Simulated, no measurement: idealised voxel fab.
Name of the process module below: voxel capacitor over wiring
Shown is cross-section cut, with a width of 230 nm and square cells of size 5 nm.
When this document writes out a cross-section, it uses a grid of square cells and lists it as bands, beginning at the top and moving down, with a band standing for one or more rows of cells. In this notation a band is specified by the heights of its top and bottom, in that order and in nm, after which its materials appear from left to right, each paired with its width in nm. The word "edge to edge" attached to a single material means that material fills the band from edge to edge; the word "empty" stands for empty space. Heights are expressed relative to 0, this being the level below which the as-received wafer comprises one material exclusively. The lowest band is unbounded in the downward direction and is denoted as in "0 -> down". It should be noted that a width expressed as "30 to 40" varies in equal increments from row to row of cells within the band, taking the value of the first number at the top row and that of the second number at the bottom row. Reading "changes: none" for a step: not a cell of the cross-section changed in it. "Fully closed voids" contains a list of empty spaces, each no smaller than 8 cells and without an open way to the top, written in the form width x height at distance with the distance from the left edge and all three in nm. Step line, after settings: the simulator's comment on this step. The "overlay nm" setting may appear on a step's line; for a step that uses a mask, it gives how far to the right of its planned position the mask lay, and a negative value indicates the left.

**The following list gives the planned process steps**
| 1 | op RECEIVE | material Si |
| 2 | op CONFORMAL_DEP | material SiO2 | thk nm 10 |
| 3 | op CONFORMAL_DEP | material SiCN | thk nm 5 |
| 4 | op DIRECTIONAL_DEP | material lowk | thk nm 20 |
| 5 | op MASKED_ETCH | tone open | mask id METAL_1 | width nm 30 | pitch nm 90 | etch materials lowk | depth nm 20 | overlay nm 0 |
| 6 | op MASKED_ETCH | tone open | mask id METAL_1 | width nm 30 | pitch nm 90 | etch materials SiCN | depth nm 5 | overlay nm 0 |
| 7 | op CONFORMAL_DEP | material TiN | thk nm 5 |
| 8 | op FILL_DEP | material W | thk nm 10 |
| 9 | op CMP | height nm 35 |
| 10 | op EPI | material Ru | thk nm 5 |
| 11 | op FILL_DEP | material SiCN | thk nm 5 |
| 12 | op DIRECTIONAL_DEP | material SiO2 | thk nm 15 |
| 13 | op MASKED_ETCH | tone open | mask id PLUG_1 | width nm 15 | etch materials SiO2 | depth nm 15 | overlay nm 0 |
| 14 | op MASKED_ETCH | tone open | mask id PLUG_1 | width nm 15 | etch materials SiCN | depth nm 5 | overlay nm 0 |
| 15 | op EPI | material Ru | thk nm 10 |
| 16 | op EPI | material Ru | thk nm 10 |
| 17 | op DIRECTIONAL_DEP | material TiN | thk nm 5 |
| 18 | op DIRECTIONAL_DEP | material SiN | thk nm 5 |
| 19 | op DIRECTIONAL_DEP | material TiN | thk nm 5 |
| 20 | op PATTERN | tone cover | mask id UPPER_PLATE | material resist | width nm 65 | thk nm 15 | overlay nm 0 |
| 21 | op DIRECTIONAL_ETCH | etch materials TiN | depth nm 5 |
| 22 | op DIRECTIONAL_ETCH | etch materials SiN | depth nm 5 |
| 23 | op STRIP | etch materials resist |
| 24 | op MASKED_ETCH | tone cover | mask id LOWER_PLATE | width nm 75 | etch materials TiN | depth nm 5 | overlay nm 0 |
| 25 | op FILL_DEP | material SiO2 | thk nm 20 |
| 26 | op CMP | height nm 90 |
| 27 | op PATTERN | tone open | mask id PLUG_2 | material resist | width nm 15 | thk nm 20 | overlay nm 0 |
| 28 | op DIRECTIONAL_ETCH | etch materials SiO2 | depth nm 15 |
| 29 | op STRIP | etch materials resist |
| 30 | op CONFORMAL_DEP | material TiN | thk nm 5 |
| 31 | op FILL_DEP | material Ru | thk nm 10 |
| 32 | op CMP | height nm 90 |
| 33 | op CONFORMAL_DEP | material SiN | thk nm 5 |

**The cross-section here shows the wafer as received, i.e. in its state after step 1**
- 0 -> down  Si edge to edge
- Fully closed voids: none

**Here's the cross-section of the first of our two wafers at the end of the module - it ran as planned**
- 95 -> 90  SiN edge to edge
- 90 -> 80  SiO2=80, then TiN=5, then Ru=5, then TiN=5, then SiO2=135
- 80 -> 70  SiO2=80 to 70, then TiN=15 to 65, then SiO2=135 to 95
- 70 -> 65  SiO2=70, then SiN=65, then SiO2=95
- 65 -> 60  SiO2=65, then TiN=75, then SiO2=90
- 60 -> 45  SiO2=70, then Ru=15, then SiO2=145
- 45 -> 40  SiCN=70, then Ru=15, then SiCN=145
- 40 -> 35  SiCN=50, then Ru=40, then SiCN=50, then Ru=40, then SiCN=50
- 35 -> 15  lowk=55, then TiN=5, then W=20, then TiN=5, then lowk=60, then TiN=5, then W=20, then TiN=5, then lowk=55
- 15 -> 10  SiCN=55, then TiN=30, then SiCN=60, then TiN=30, then SiCN=55
- 10 -> 0  SiO2 edge to edge
- 0 -> down  Si edge to edge
- Fully closed voids: none

**Cross-section, wafer two of two, end of module: same start and plan as wafer one, one error in execution**
- 95 -> 90  SiN edge to edge
- 90 -> 85  TiN=85, then Ru=5, then TiN=140
- 85 -> 80  SiO2=80, then TiN=5, then Ru=5, then TiN=5, then SiO2=135
- 80 -> 70  SiO2=80 to 70, then TiN=15 to 65, then SiO2=135 to 95
- 70 -> 65  SiO2=70, then SiN=65, then SiO2=95
- 65 -> 60  SiO2=65, then TiN=75, then SiO2=90
- 60 -> 45  SiO2=70, then Ru=15, then SiO2=145
- 45 -> 40  SiCN=70, then Ru=15, then SiCN=145
- 40 -> 35  SiCN=50, then Ru=40, then SiCN=50, then Ru=40, then SiCN=50
- 35 -> 15  lowk=55, then TiN=5, then W=20, then TiN=5, then lowk=60, then TiN=5, then W=20, then TiN=5, then lowk=55
- 15 -> 10  SiCN=55, then TiN=30, then SiCN=60, then TiN=30, then SiCN=55
- 10 -> 0  SiO2 edge to edge
- 0 -> down  Si edge to edge
- Fully closed voids: none
Against the plan, the run slipped here: step 26 did not use the planned setting and instead ran as op CMP | height nm 85
Wafer comparison, final, in cells, second relative to first, materials more or fewer: SiO2 -43 | TiN +43
